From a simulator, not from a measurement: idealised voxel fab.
Process module name: voxel wiring stack
Cross-section cut spans 195 nm and uses square cells 5 nm in size.
Bands, listed from the top down, are how a cross-section gets written in this document; the cross-section itself is a grid of square cells, and a band is one or more rows of them. Band entry format. Leading values: height of top, height of bottom, nm. Remainder: materials in left-to-right order, each with its width in nm. Special words: "edge to edge" on a single material, which then fills the band edge to edge; "air", empty space. Ref level 0: as-received wafer is one material below here. Bottom band extends down with no lower bound ("0 and below"). The two numbers in a width such as "30->40" mark its ends across the band: the first belongs to the top row of cells, the second to the bottom row, and from each row to the next the width moves by the same amount. Take "everything unchanged" at face value: in the step it is given for, the cross-section changed in none of its cells. "Cavities, sealed" contains a list of empty spaces, each no smaller than 8 cells and without an open way to the top, written in the form width x height at distance with the distance from the left edge and all three in nm. after a step's settings: what the simulator itself notes on the step. "overlay nm" answers the question of how far to the right of plan the mask lay on a step that has a mask, and when it is negative the answer is to the left.

## Planned step list for the process
step 1: op RECEIVE | material Si
step 2: op CONFORMAL_DEP | material SiO2 | thk nm 10
step 3: op DIRECTIONAL_DEP | material TiN | thk nm 5
step 4: op DIRECTIONAL_DEP | material W | thk nm 20
step 5: op MASKED_ETCH | tone cover | mask id METAL_1 | width nm 25 | pitch nm 40 | etch materials W | depth nm 20 | overlay nm 0
step 6: op MASKED_ETCH | tone cover | mask id METAL_1 | width nm 25 | pitch nm 40 | etch materials TiN | depth nm 5 | overlay nm 0
step 7: op CONFORMAL_DEP | material SiN | thk nm 5
step 8: op FILL_DEP | material lowk | thk nm 5
step 9: op CMP | height nm 35
step 10: op CONFORMAL_DEP | material SiCN | thk nm 5
step 11: op DIRECTIONAL_DEP | material lowk | thk nm 15
step 12: op MASKED_ETCH | tone open | mask id PLUG_1 | width nm 15 | pitch nm 40 | etch materials lowk | depth nm 15 | overlay nm 0
step 13: op MASKED_ETCH | tone open | mask id PLUG_1 | width nm 15 | pitch nm 40 | etch materials SiCN | depth nm 5 | overlay nm 0
step 14: op EPI | material Ru | thk nm 10
step 15: op EPI | material Ru | thk nm 10
step 16: op CONFORMAL_DEP | material SiCN | thk nm 5
step 17: op DIRECTIONAL_DEP | material SiO2 | thk nm 20
step 18: op PATTERN | tone open | mask id METAL_2 | material resist | width nm 25 | pitch nm 40 | thk nm 20 | overlay nm 0
step 19: op DIRECTIONAL_ETCH | etch materials SiO2 | depth nm 20
step 20: op DIRECTIONAL_ETCH | etch materials SiCN | depth nm 5
step 21: op STRIP | etch materials resist
step 22: op CONFORMAL_DEP | material TiN | thk nm 5
step 23: op FILL_DEP | material Ru | thk nm 5
step 24: op CMP | height nm 80
step 25: op CONFORMAL_DEP | material SiCN | thk nm 5

## On the first of the two wafers: run conducted according to plan

## Step 1 complete: cross-section of the wafer as received
    0 and below: Si edge to edge
    Cavities, sealed: none

## Step 2 done - wafer cross-section
    10 down to 0: SiO2 edge to edge
    Whatever lies below 0 is exactly as it was before.

## Step 3 done - wafer cross-section
    15 down to 10: TiN edge to edge
    Whatever lies below 10 is exactly as it was before.

## Step 4 done - wafer cross-section
    35 down to 15: W edge to edge
    Whatever lies below 15 is exactly as it was before.

## Step 5 done - wafer cross-section
    35 down to 15: 25 air, then 25 W, then 15 air, then 25 W, then 15 air, then 25 W, then 15 air, then 25 W, then 25 air
    Whatever lies below 15 is exactly as it was before.

## Step 6 done - wafer cross-section
    35 down to 15: 25 air, then 25 W, then 15 air, then 25 W, then 15 air, then 25 W, then 15 air, then 25 W, then 25 air
    15 down to 10: 25 air, then 25 TiN, then 15 air, then 25 TiN, then 15 air, then 25 TiN, then 15 air, then 25 TiN, then 25 air
    Whatever lies below 10 is exactly as it was before.

## Step 7 done - wafer cross-section
    40 down to 35: 20 air, then 35 SiN, then 5 air, then 35 SiN, then 5 air, then 35 SiN, then 5 air, then 35 SiN, then 20 air
    35 down to 15: 20 air, then 5 SiN, then 25 W, then 5 SiN, then 5 air, then 5 SiN, then 25 W, then 5 SiN, then 5 air, then 5 SiN, then 25 W, then 5 SiN, then 5 air, then 5 SiN, then 25 W, then 5 SiN, then 20 air
    15 down to 10: 25 SiN, then 25 TiN, then 15 SiN, then 25 TiN, then 15 SiN, then 25 TiN, then 15 SiN, then 25 TiN, then 25 SiN
    Whatever lies below 10 is exactly as it was before.

## Step 8 done - wafer cross-section
    45 down to 40: lowk edge to edge
    40 down to 35: 20 lowk, then 35 SiN, then 5 lowk, then 35 SiN, then 5 lowk, then 35 SiN, then 5 lowk, then 35 SiN, then 20 lowk
    35 down to 15: 20 lowk, then 5 SiN, then 25 W, then 5 SiN, then 5 lowk, then 5 SiN, then 25 W, then 5 SiN, then 5 lowk, then 5 SiN, then 25 W, then 5 SiN, then 5 lowk, then 5 SiN, then 25 W, then 5 SiN, then 20 lowk
    Whatever lies below 15 is exactly as it was before.

## Step 9 done - wafer cross-section
    35 down to 15: 20 lowk, then 5 SiN, then 25 W, then 5 SiN, then 5 lowk, then 5 SiN, then 25 W, then 5 SiN, then 5 lowk, then 5 SiN, then 25 W, then 5 SiN, then 5 lowk, then 5 SiN, then 25 W, then 5 SiN, then 20 lowk
    Whatever lies below 15 is exactly as it was before.

## Step 10 done - wafer cross-section
    40 down to 35: SiCN edge to edge
    Whatever lies below 35 is exactly as it was before.

## Step 11 done - wafer cross-section
    55 down to 40: lowk edge to edge
    Whatever lies below 40 is exactly as it was before.

## Step 12 done - wafer cross-section
    55 down to 40: 25 lowk, then 15 air, then 25 lowk, then 15 air, then 25 lowk, then 15 air, then 25 lowk, then 15 air, then 35 lowk
    Whatever lies below 40 is exactly as it was before.

## Step 13 done - wafer cross-section
    55 down to 40: 25 lowk, then 15 air, then 25 lowk, then 15 air, then 25 lowk, then 15 air, then 25 lowk, then 15 air, then 35 lowk
    40 down to 35: 25 SiCN, then 15 air, then 25 SiCN, then 15 air, then 25 SiCN, then 15 air, then 25 SiCN, then 15 air, then 35 SiCN
    Whatever lies below 35 is exactly as it was before.

## Step 14 done - wafer cross-section
    55 down to 45: 25 lowk, then 15 air, then 25 lowk, then 15 air, then 25 lowk, then 15 air, then 25 lowk, then 15 air, then 35 lowk
    45 down to 40: 25 lowk, then 15 Ru, then 25 lowk, then 15 Ru, then 25 lowk, then 15 Ru, then 25 lowk, then 15 Ru, then 35 lowk
    40 down to 35: 25 SiCN, then 15 Ru, then 25 SiCN, then 15 Ru, then 25 SiCN, then 15 Ru, then 25 SiCN, then 15 Ru, then 35 SiCN
    Whatever lies below 35 is exactly as it was before.

## Step 15 done - wafer cross-section
    55 down to 40: 25 lowk, then 15 Ru, then 25 lowk, then 15 Ru, then 25 lowk, then 15 Ru, then 25 lowk, then 15 Ru, then 35 lowk
    Whatever lies below 40 is exactly as it was before.

## Step 16 done - wafer cross-section
    60 down to 55: SiCN edge to edge
    Whatever lies below 55 is exactly as it was before.

## Step 17 done - wafer cross-section
    80 down to 60: SiO2 edge to edge
    Whatever lies below 60 is exactly as it was before.

## Step 18 done - wafer cross-section
    100 down to 80: 25 resist, then 25 air, then 15 resist, then 25 air, then 15 resist, then 25 air, then 15 resist, then 25 air, then 25 resist
    Whatever lies below 80 is exactly as it was before.

## Step 19 done - wafer cross-section
    100 down to 80: 25 resist, then 25 air, then 15 resist, then 25 air, then 15 resist, then 25 air, then 15 resist, then 25 air, then 25 resist
    80 down to 60: 25 SiO2, then 25 air, then 15 SiO2, then 25 air, then 15 SiO2, then 25 air, then 15 SiO2, then 25 air, then 25 SiO2
    Whatever lies below 60 is exactly as it was before.

## Step 20 done - wafer cross-section
    100 down to 80: 25 resist, then 25 air, then 15 resist, then 25 air, then 15 resist, then 25 air, then 15 resist, then 25 air, then 25 resist
    80 down to 60: 25 SiO2, then 25 air, then 15 SiO2, then 25 air, then 15 SiO2, then 25 air, then 15 SiO2, then 25 air, then 25 SiO2
    60 down to 55: 25 SiCN, then 25 air, then 15 SiCN, then 25 air, then 15 SiCN, then 25 air, then 15 SiCN, then 25 air, then 25 SiCN
    Whatever lies below 55 is exactly as it was before.

## Step 21 done - wafer cross-section
    80 down to 60: 25 SiO2, then 25 air, then 15 SiO2, then 25 air, then 15 SiO2, then 25 air, then 15 SiO2, then 25 air, then 25 SiO2
    Whatever lies below 60 is exactly as it was before.

## Step 22 done - wafer cross-section
    85 down to 80: 30 TiN, then 15 air, then 25 TiN, then 15 air, then 25 TiN, then 15 air, then 25 TiN, then 15 air, then 30 TiN
    80 down to 60: 25 SiO2, then 5 TiN, then 15 air, then 5 TiN, then 15 SiO2, then 5 TiN, then 15 air, then 5 TiN, then 15 SiO2, then 5 TiN, then 15 air, then 5 TiN, then 15 SiO2, then 5 TiN, then 15 air, then 5 TiN, then 25 SiO2
    60 down to 55: 25 SiCN, then 25 TiN, then 15 SiCN, then 25 TiN, then 15 SiCN, then 25 TiN, then 15 SiCN, then 25 TiN, then 25 SiCN
    Whatever lies below 55 is exactly as it was before.

## Step 23 done - wafer cross-section
    90 down to 85: Ru edge to edge
    85 down to 80: 30 TiN, then 15 Ru, then 25 TiN, then 15 Ru, then 25 TiN, then 15 Ru, then 25 TiN, then 15 Ru, then 30 TiN
    80 down to 60: 25 SiO2, then 5 TiN, then 15 Ru, then 5 TiN, then 15 SiO2, then 5 TiN, then 15 Ru, then 5 TiN, then 15 SiO2, then 5 TiN, then 15 Ru, then 5 TiN, then 15 SiO2, then 5 TiN, then 15 Ru, then 5 TiN, then 25 SiO2
    Whatever lies below 60 is exactly as it was before.

## Step 24 done - wafer cross-section
    80 down to 60: 25 SiO2, then 5 TiN, then 15 Ru, then 5 TiN, then 15 SiO2, then 5 TiN, then 15 Ru, then 5 TiN, then 15 SiO2, then 5 TiN, then 15 Ru, then 5 TiN, then 15 SiO2, then 5 TiN, then 15 Ru, then 5 TiN, then 25 SiO2
    Whatever lies below 60 is exactly as it was before.

## Step 25 done - wafer cross-section
    85 down to 80: SiCN edge to edge
    Whatever lies below 80 is exactly as it was before.

## Second wafer - shared start and plan with the first - one error in running - same as the first up to step 13 inclusive

## Second wafer, sectioned view, at step 15's planned end time
    65 down to 55: 15 air, then 35 Ru, then 5 air, then 35 Ru, then 5 air, then 35 Ru, then 5 air, then 35 Ru, then 25 air
    55 down to 40: 25 lowk, then 15 Ru, then 25 lowk, then 15 Ru, then 25 lowk, then 15 Ru, then 25 lowk, then 15 Ru, then 35 lowk
    40 down to 35: 25 SiCN, then 15 Ru, then 25 SiCN, then 15 Ru, then 25 SiCN, then 15 Ru, then 25 SiCN, then 15 Ru, then 35 SiCN
    Whatever lies below 35 is exactly as it was before.

## Second wafer, sectioned view, at step 16's planned end time
    70 down to 65: 10 air, then 165 SiCN, then 20 air
    65 down to 60: 10 air, then 5 SiCN, then 35 Ru, then 5 SiCN, then 35 Ru, then 5 SiCN, then 35 Ru, then 5 SiCN, then 35 Ru, then 5 SiCN, then 20 air
    60 down to 55: 15 SiCN, then 35 Ru, then 5 SiCN, then 35 Ru, then 5 SiCN, then 35 Ru, then 5 SiCN, then 35 Ru, then 25 SiCN
    Whatever lies below 55 is exactly as it was before.

## Second wafer, sectioned view, at step 17's planned end time
    90 down to 80: 10 air, then 165 SiO2, then 20 air
    80 down to 70: SiO2 edge to edge
    70 down to 65: 10 SiO2, then 165 SiCN, then 20 SiO2
    65 down to 60: 10 SiO2, then 5 SiCN, then 35 Ru, then 5 SiCN, then 35 Ru, then 5 SiCN, then 35 Ru, then 5 SiCN, then 35 Ru, then 5 SiCN, then 20 SiO2
    Whatever lies below 60 is exactly as it was before.

## Second wafer, sectioned view, at step 18's planned end time
    110 down to 90: 25 resist, then 25 air, then 15 resist, then 25 air, then 15 resist, then 25 air, then 15 resist, then 25 air, then 25 resist
    90 down to 80: 10 resist, then 165 SiO2, then 20 resist
    Whatever lies below 80 is exactly as it was before.

## Second wafer, sectioned view, at step 19's planned end time
    110 down to 90: 25 resist, then 25 air, then 15 resist, then 25 air, then 15 resist, then 25 air, then 15 resist, then 25 air, then 25 resist
    90 down to 80: 10 resist, then 15 SiO2, then 25 air, then 15 SiO2, then 25 air, then 15 SiO2, then 25 air, then 15 SiO2, then 25 air, then 5 SiO2, then 20 resist
    80 down to 70: 25 SiO2, then 25 air, then 15 SiO2, then 25 air, then 15 SiO2, then 25 air, then 15 SiO2, then 25 air, then 25 SiO2
    Whatever lies below 70 is exactly as it was before.

## Second wafer, sectioned view, at step 20's planned end time
    110 down to 90: 25 resist, then 25 air, then 15 resist, then 25 air, then 15 resist, then 25 air, then 15 resist, then 25 air, then 25 resist
    90 down to 80: 10 resist, then 15 SiO2, then 25 air, then 15 SiO2, then 25 air, then 15 SiO2, then 25 air, then 15 SiO2, then 25 air, then 5 SiO2, then 20 resist
    80 down to 70: 25 SiO2, then 25 air, then 15 SiO2, then 25 air, then 15 SiO2, then 25 air, then 15 SiO2, then 25 air, then 25 SiO2
    70 down to 65: 10 SiO2, then 15 SiCN, then 25 air, then 15 SiCN, then 25 air, then 15 SiCN, then 25 air, then 15 SiCN, then 25 air, then 5 SiCN, then 20 SiO2
    Whatever lies below 65 is exactly as it was before.

## Second wafer, sectioned view, at step 21's planned end time
    90 down to 80: 10 air, then 15 SiO2, then 25 air, then 15 SiO2, then 25 air, then 15 SiO2, then 25 air, then 15 SiO2, then 25 air, then 5 SiO2, then 20 air
    Whatever lies below 80 is exactly as it was before.

## Second wafer, sectioned view, at step 22's planned end time
    95 down to 90: 5 air, then 25 TiN, then 15 air, then 25 TiN, then 15 air, then 25 TiN, then 15 air, then 25 TiN, then 15 air, then 15 TiN, then 15 air
    90 down to 85: 5 air, then 5 TiN, then 15 SiO2, then 5 TiN, then 15 air, then 5 TiN, then 15 SiO2, then 5 TiN, then 15 air, then 5 TiN, then 15 SiO2, then 5 TiN, then 15 air, then 5 TiN, then 15 SiO2, then 5 TiN, then 15 air, then 5 TiN, then 5 SiO2, then 5 TiN, then 15 air
    85 down to 80: 10 TiN, then 15 SiO2, then 5 TiN, then 15 air, then 5 TiN, then 15 SiO2, then 5 TiN, then 15 air, then 5 TiN, then 15 SiO2, then 5 TiN, then 15 air, then 5 TiN, then 15 SiO2, then 5 TiN, then 15 air, then 5 TiN, then 5 SiO2, then 20 TiN
    80 down to 70: 25 SiO2, then 5 TiN, then 15 air, then 5 TiN, then 15 SiO2, then 5 TiN, then 15 air, then 5 TiN, then 15 SiO2, then 5 TiN, then 15 air, then 5 TiN, then 15 SiO2, then 5 TiN, then 15 air, then 5 TiN, then 25 SiO2
    70 down to 65: 10 SiO2, then 15 SiCN, then 25 TiN, then 15 SiCN, then 25 TiN, then 15 SiCN, then 25 TiN, then 15 SiCN, then 25 TiN, then 5 SiCN, then 20 SiO2
    Whatever lies below 65 is exactly as it was before.

## Second wafer, sectioned view, at step 23's planned end time
    100 down to 95: Ru edge to edge
    95 down to 90: 5 Ru, then 25 TiN, then 15 Ru, then 25 TiN, then 15 Ru, then 25 TiN, then 15 Ru, then 25 TiN, then 15 Ru, then 15 TiN, then 15 Ru
    90 down to 85: 5 Ru, then 5 TiN, then 15 SiO2, then 5 TiN, then 15 Ru, then 5 TiN, then 15 SiO2, then 5 TiN, then 15 Ru, then 5 TiN, then 15 SiO2, then 5 TiN, then 15 Ru, then 5 TiN, then 15 SiO2, then 5 TiN, then 15 Ru, then 5 TiN, then 5 SiO2, then 5 TiN, then 15 Ru
    85 down to 80: 10 TiN, then 15 SiO2, then 5 TiN, then 15 Ru, then 5 TiN, then 15 SiO2, then 5 TiN, then 15 Ru, then 5 TiN, then 15 SiO2, then 5 TiN, then 15 Ru, then 5 TiN, then 15 SiO2, then 5 TiN, then 15 Ru, then 5 TiN, then 5 SiO2, then 20 TiN
    80 down to 70: 25 SiO2, then 5 TiN, then 15 Ru, then 5 TiN, then 15 SiO2, then 5 TiN, then 15 Ru, then 5 TiN, then 15 SiO2, then 5 TiN, then 15 Ru, then 5 TiN, then 15 SiO2, then 5 TiN, then 15 Ru, then 5 TiN, then 25 SiO2
    Whatever lies below 70 is exactly as it was before.

## Second wafer, sectioned view, at step 24's planned end time
    80 down to 70: 25 SiO2, then 5 TiN, then 15 Ru, then 5 TiN, then 15 SiO2, then 5 TiN, then 15 Ru, then 5 TiN, then 15 SiO2, then 5 TiN, then 15 Ru, then 5 TiN, then 15 SiO2, then 5 TiN, then 15 Ru, then 5 TiN, then 25 SiO2
    Whatever lies below 70 is exactly as it was before.

## Second wafer, sectioned view, at step 25's planned end time
    85 down to 80: SiCN edge to edge
    Whatever lies below 80 is exactly as it was before.
what went wrong: one of the matching steps 14 and 15 was carried out twice, and there is no way to identify which
The final cell counts differ between the wafers, with the second having more or fewer of some materials than the first: +32 Ru | +10 SiCN | -26 SiO2 | -16 TiN
